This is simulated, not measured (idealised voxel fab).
process module | voxel self aligned contacts
cross-section cut | 240 nm wide | cells 5 nm
A cross-section is a grid of square cells, given in bands from the top down. A band is one or more rows of cells.
Each band's line starts with the height of the band's top and of its bottom, in nm. Then come its materials from left to right, each with its width in nm. One material with "throughout" fills the band from edge to edge. "air" is empty space.
Height 0 is the level under which the wafer as received is all one material. The lowest band goes on downwards, as in "0 down".
A width such as "30 to 40" changes by the same amount from each row of cells to the next, from the band's top row to its bottom row.
"no change" after a step means that no cell of the cross-section changed.
closed voids: empty space of 8 cells or more with no open way to the top, each as width x height at its distance from the left edge, in nm
after a step's settings: what the simulator itself notes on the step
overlay nm, on a step with a mask: how far to the right of its planned place the mask lay; to the left if negative
plan
1 op RECEIVE | material Si
2 op OXIDIZE | depth nm 5
3 op DIRECTIONAL_DEP | material polySi | thk nm 20
4 op DIRECTIONAL_DEP | material SiN | thk nm 20
5 op DIRECTIONAL_DEP | material aC | thk nm 15
6 op PATTERN | tone cover | mask id GATE | material resist | width nm 30 | pitch nm 70 | thk nm 30 | overlay nm 0
7 op DIRECTIONAL_ETCH | etch materials aC | depth nm 15
8 op STRIP | etch materials resist
9 op DIRECTIONAL_ETCH | etch materials SiN | depth nm 20
10 op DIRECTIONAL_ETCH | etch materials polySi | depth nm 20
11 op STRIP | etch materials aC
12 op CONFORMAL_DEP | material SiN | thk nm 10
13 op DIRECTIONAL_ETCH | etch materials SiN | depth nm 10
14 op FILL_DEP | material SiO2 | thk nm 20
15 op CMP | height nm 50
16 op PATTERN | tone open | mask id CONTACT | material resist | width nm 50 | thk nm 20 | overlay nm 0
17 op DIRECTIONAL_ETCH | etch materials SiO2 | depth nm 55
18 op STRIP | etch materials resist
19 op CONFORMAL_DEP | material TiN | thk nm 5
20 op FILL_DEP | material W | thk nm 10
21 op CMP | height nm 50
22 op CONFORMAL_DEP | material SiCN | thk nm 5
first wafer, as planned
as received, after step 1
  0 down: Si throughout
  closed voids: none
after step 2
  0 to -5: SiO2 throughout
  below -5: unchanged
after step 3
  20 to 0: polySi throughout
  below 0: unchanged
after step 4
  40 to 20: SiN throughout
  below 20: unchanged
after step 5
  55 to 40: aC throughout
  below 40: unchanged
after step 6
  85 to 55: air 70 | resist 30 | air 40 | resist 30 | air 70
  below 55: unchanged
after step 7
  70 to 55: air 70 | resist 30 | air 40 | resist 30 | air 70
  55 to 40: air 70 | aC 30 | air 40 | aC 30 | air 70
  below 40: unchanged
after step 8
  55 to 40: air 70 | aC 30 | air 40 | aC 30 | air 70
  below 40: unchanged
after step 9
  55 to 40: air 70 | aC 30 | air 40 | aC 30 | air 70
  40 to 20: air 70 | SiN 30 | air 40 | SiN 30 | air 70
  below 20: unchanged
after step 10
  55 to 40: air 70 | aC 30 | air 40 | aC 30 | air 70
  40 to 20: air 70 | SiN 30 | air 40 | SiN 30 | air 70
  20 to 0: air 70 | polySi 30 | air 40 | polySi 30 | air 70
  below 0: unchanged
after step 11
  40 to 20: air 70 | SiN 30 | air 40 | SiN 30 | air 70
  below 20: unchanged
after step 12
  50 to 20: air 60 | SiN 50 | air 20 | SiN 50 | air 60
  20 to 10: air 60 | SiN 10 | polySi 30 | SiN 10 | air 20 | SiN 10 | polySi 30 | SiN 10 | air 60
  10 to 0: SiN 70 | polySi 30 | SiN 40 | polySi 30 | SiN 70
  below 0: unchanged
after step 13
  40 to 20: air 60 | SiN 50 | air 20 | SiN 50 | air 60
  20 to 0: air 60 | SiN 10 | polySi 30 | SiN 10 | air 20 | SiN 10 | polySi 30 | SiN 10 | air 60
  below 0: unchanged
after step 14
  60 to 40: SiO2 throughout
  40 to 20: SiO2 60 | SiN 50 | SiO2 20 | SiN 50 | SiO2 60
  20 to 0: SiO2 60 | SiN 10 | polySi 30 | SiN 10 | SiO2 20 | SiN 10 | polySi 30 | SiN 10 | SiO2 60
  below 0: unchanged
after step 15
  50 to 40: SiO2 throughout
  below 40: unchanged
after step 16
  70 to 50: resist 95 | air 50 | resist 95
  below 50: unchanged
after step 17
  70 to 50: resist 95 | air 50 | resist 95
  50 to 40: SiO2 95 | air 50 | SiO2 95
  40 to 20: SiO2 60 | SiN 50 | air 20 | SiN 50 | SiO2 60
  20 to 0: SiO2 60 | SiN 10 | polySi 30 | SiN 10 | air 20 | SiN 10 | polySi 30 | SiN 10 | SiO2 60
  0 to -5: SiO2 110 | air 20 | SiO2 110
  below -5: unchanged
after step 18
  50 to 40: SiO2 95 | air 50 | SiO2 95
  below 40: unchanged
after step 19
  55 to 50: TiN 100 | air 40 | TiN 100
  50 to 40: SiO2 95 | TiN 5 to 20 | air 40 to 10 | TiN 5 to 20 | SiO2 95
  40 to 20: SiO2 60 | SiN 50 | TiN 5 | air 10 | TiN 5 | SiN 50 | SiO2 60
  20 to 0: SiO2 60 | SiN 10 | polySi 30 | SiN 10 | TiN 5 | air 10 | TiN 5 | SiN 10 | polySi 30 | SiN 10 | SiO2 60
  0 to -5: SiO2 110 | TiN 20 | SiO2 110
  below -5: unchanged
after step 20
  65 to 55: W throughout
  55 to 50: TiN 100 | W 40 | TiN 100
  50 to 40: SiO2 95 | TiN 5 to 20 | W 40 to 10 | TiN 5 to 20 | SiO2 95
  40 to 20: SiO2 60 | SiN 50 | TiN 5 | W 10 | TiN 5 | SiN 50 | SiO2 60
  20 to 0: SiO2 60 | SiN 10 | polySi 30 | SiN 10 | TiN 5 | W 10 | TiN 5 | SiN 10 | polySi 30 | SiN 10 | SiO2 60
  below 0: unchanged
after step 21
  50 to 40: SiO2 95 | TiN 5 to 20 | W 40 to 10 | TiN 5 to 20 | SiO2 95
  below 40: unchanged
after step 22
  55 to 50: SiCN throughout
  below 50: unchanged
second wafer: like start, like plan, one mistake. Through step 15 it matches the first wafer
when step 16 should have ended
  70 to 50: resist 100 | air 50 | resist 90
  below 50: unchanged
when step 17 should have ended
  70 to 50: resist 100 | air 50 | resist 90
  50 to 40: SiO2 100 | air 50 | SiO2 90
  40 to 20: SiO2 60 | SiN 50 | air 20 | SiN 50 | SiO2 60
  20 to 0: SiO2 60 | SiN 10 | polySi 30 | SiN 10 | air 20 | SiN 10 | polySi 30 | SiN 10 | SiO2 60
  0 to -5: SiO2 110 | air 20 | SiO2 110
  below -5: unchanged
when step 18 should have ended
  50 to 40: SiO2 100 | air 50 | SiO2 90
  below 40: unchanged
when step 19 should have ended
  55 to 50: TiN 105 | air 40 | TiN 95
  50 to 40: SiO2 100 | TiN 5 to 15 | air 40 to 10 | TiN 5 to 25 | SiO2 90
  40 to 20: SiO2 60 | SiN 50 | TiN 5 | air 10 | TiN 5 | SiN 50 | SiO2 60
  20 to 0: SiO2 60 | SiN 10 | polySi 30 | SiN 10 | TiN 5 | air 10 | TiN 5 | SiN 10 | polySi 30 | SiN 10 | SiO2 60
  0 to -5: SiO2 110 | TiN 20 | SiO2 110
  below -5: unchanged
when step 20 should have ended
  65 to 55: W throughout
  55 to 50: TiN 105 | W 40 | TiN 95
  50 to 40: SiO2 100 | TiN 5 to 15 | W 40 to 10 | TiN 5 to 25 | SiO2 90
  40 to 20: SiO2 60 | SiN 50 | TiN 5 | W 10 | TiN 5 | SiN 50 | SiO2 60
  20 to 0: SiO2 60 | SiN 10 | polySi 30 | SiN 10 | TiN 5 | W 10 | TiN 5 | SiN 10 | polySi 30 | SiN 10 | SiO2 60
  below 0: unchanged
when step 21 should have ended
  50 to 40: SiO2 100 | TiN 5 to 15 | W 40 to 10 | TiN 5 to 25 | SiO2 90
  below 40: unchanged
when step 22 should have ended
  55 to 50: SiCN throughout
  below 50: unchanged
what went wrong: step 16 ran as: op PATTERN | tone open | mask id CONTACT | material resist | width nm 50 | thk nm 20 | overlay nm 5
at the end the second wafer has, in cells: as many of each material as the first, in other places
